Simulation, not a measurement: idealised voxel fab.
Module name: voxel self aligned vias (process module)
Shown is cross-section cut, with a width of 290 nm and square cells of size 5 nm.
Reading order for cross-sections: top band down to bottom band. Underlying form: a grid of square cells. Band size: one or more rows of cells. Within each band entry, the heights of the top and of the bottom of the band appear first, in that order and in nm; the materials of the band then follow from left to right, each with its corresponding width in nm. The designation "full width" on a single material indicates that it fills the band from edge to edge; the designation "air" indicates empty space. Where do heights start? At 0: under that level the wafer as delivered is made of one material only. And the lowest band has no floor; it just carries on downward, as in "0..down". It should be noted that a width expressed as "30..40" varies in equal increments from row to row of cells within the band, taking the value of the first number at the top row and that of the second number at the bottom row. When a step is marked "nothing different", none of the cells in the cross-section changed during that step. "Sealed void list": empty spaces of 8 cells or more with no open way to the top, each given as width x height at distance, distance from the left edge, all in nm. Anything after a step's settings on that line? It's the simulator's own note about the step. overlay nm: step with mask; distance mask lay right of planned place; negative value = left of planned place.

STEPS PLANNED FOR THE PROCESS
1: op RECEIVE | material Si
2: op CONFORMAL_DEP | material SiO2 | thk nm 10
3: op CONFORMAL_DEP | material SiCN | thk nm 5
4: op DIRECTIONAL_DEP | material lowk | thk nm 30
5: op DIRECTIONAL_DEP | material aC | thk nm 10
6: op PATTERN | tone open | mask id LINES | material resist | width nm 30 | pitch nm 80 | thk nm 25 | overlay nm 0
7: op DIRECTIONAL_ETCH | etch materials aC | depth nm 10
8: op STRIP | etch materials resist
9: op DIRECTIONAL_ETCH | etch materials lowk | depth nm 30
10: op STRIP | etch materials aC
11: op CONFORMAL_DEP | material TiN | thk nm 5
12: op FILL_DEP | material Ru | thk nm 5
13: op CMP | height nm 45
14: op SELECTIVE_ETCH | etch materials W Ru TiN | depth nm 10
15: op FILL_DEP | material SiN | thk nm 5
16: op CMP | height nm 45
17: op DIRECTIONAL_DEP | material lowk | thk nm 15
18: op DIRECTIONAL_DEP | material aC | thk nm 15
19: op PATTERN | tone open | mask id VIAS | material resist | width nm 50 | pitch nm 80 | thk nm 35 | overlay nm 0
20: op DIRECTIONAL_ETCH | etch materials aC | depth nm 15
21: op STRIP | etch materials resist
22: op DIRECTIONAL_ETCH | etch materials lowk | depth nm 15
23: op DIRECTIONAL_ETCH | etch materials SiN | depth nm 10
24: op STRIP | etch materials aC
25: op CONFORMAL_DEP | material TiN | thk nm 5
26: op FILL_DEP | material Ru | thk nm 5
27: op CMP | height nm 60
28: op CONFORMAL_DEP | material SiCN | thk nm 5

THIS IS THE CROSS-SECTION OF THE WAFER AS WE RECEIVED IT, I.E. AFTER STEP 1
	0..down = Si full width
	Sealed void list: none

FIRST WAFER AT THE END, AS PLANNED
	65..60 = SiCN full width
	60..50 = 80 nm lowk; 5 nm TiN; 40 nm Ru; 5 nm TiN; 30 nm lowk; 5 nm TiN; 40 nm Ru; 5 nm TiN; 80 nm lowk
	50..40 = 80..90 nm lowk; 15..5 nm TiN; 20 nm Ru; 15..5 nm TiN; 30..50 nm lowk; 15..5 nm TiN; 20 nm Ru; 15..5 nm TiN; 80..90 nm lowk
	40..35 = 90 nm lowk; 30 nm TiN; 50 nm lowk; 30 nm TiN; 90 nm lowk
	35..20 = 90 nm lowk; 5 nm TiN; 20 nm Ru; 5 nm TiN; 50 nm lowk; 5 nm TiN; 20 nm Ru; 5 nm TiN; 90 nm lowk
	20..15 = 90 nm lowk; 30 nm TiN; 50 nm lowk; 30 nm TiN; 90 nm lowk
	15..10 = SiCN full width
	10..0 = SiO2 full width
	0..down = Si full width
	Sealed void list: none

WAFER TWO (OF TWO), END-OF-MODULE CROSS-SECTION: START = WAFER ONE, PLAN = WAFER ONE, ONE RUN MISTAKE
	65..60 = SiCN full width
	60..50 = 80 nm lowk; 5 nm TiN; 40 nm Ru; 5 nm TiN; 30 nm lowk; 5 nm TiN; 40 nm Ru; 5 nm TiN; 80 nm lowk
	50..40 = 80..90 nm lowk; 15..5 nm TiN; 20 nm Ru; 15..5 nm TiN; 30..50 nm lowk; 15..5 nm TiN; 20 nm Ru; 15..5 nm TiN; 80..90 nm lowk
	40..35 = 90 nm lowk; 30 nm TiN; 50 nm lowk; 30 nm TiN; 90 nm lowk
	35..20 = 90 nm lowk; 5 nm TiN; 20 nm Ru; 5 nm TiN; 50 nm lowk; 5 nm TiN; 20 nm Ru; 5 nm TiN; 90 nm lowk
	20..15 = 90 nm lowk; 30 nm TiN; 50 nm lowk; 30 nm TiN; 90 nm lowk
	15..10 = SiCN full width
	10..0 = aC full width
	0..down = Si full width
	Sealed void list: none
The plan and the run diverged here: step 2 ran as: op CONFORMAL_DEP | material aC | thk nm 10
Materials where the second wafer ends with more or fewer cells than the first: SiO2: 116 fewer; aC: 116 more
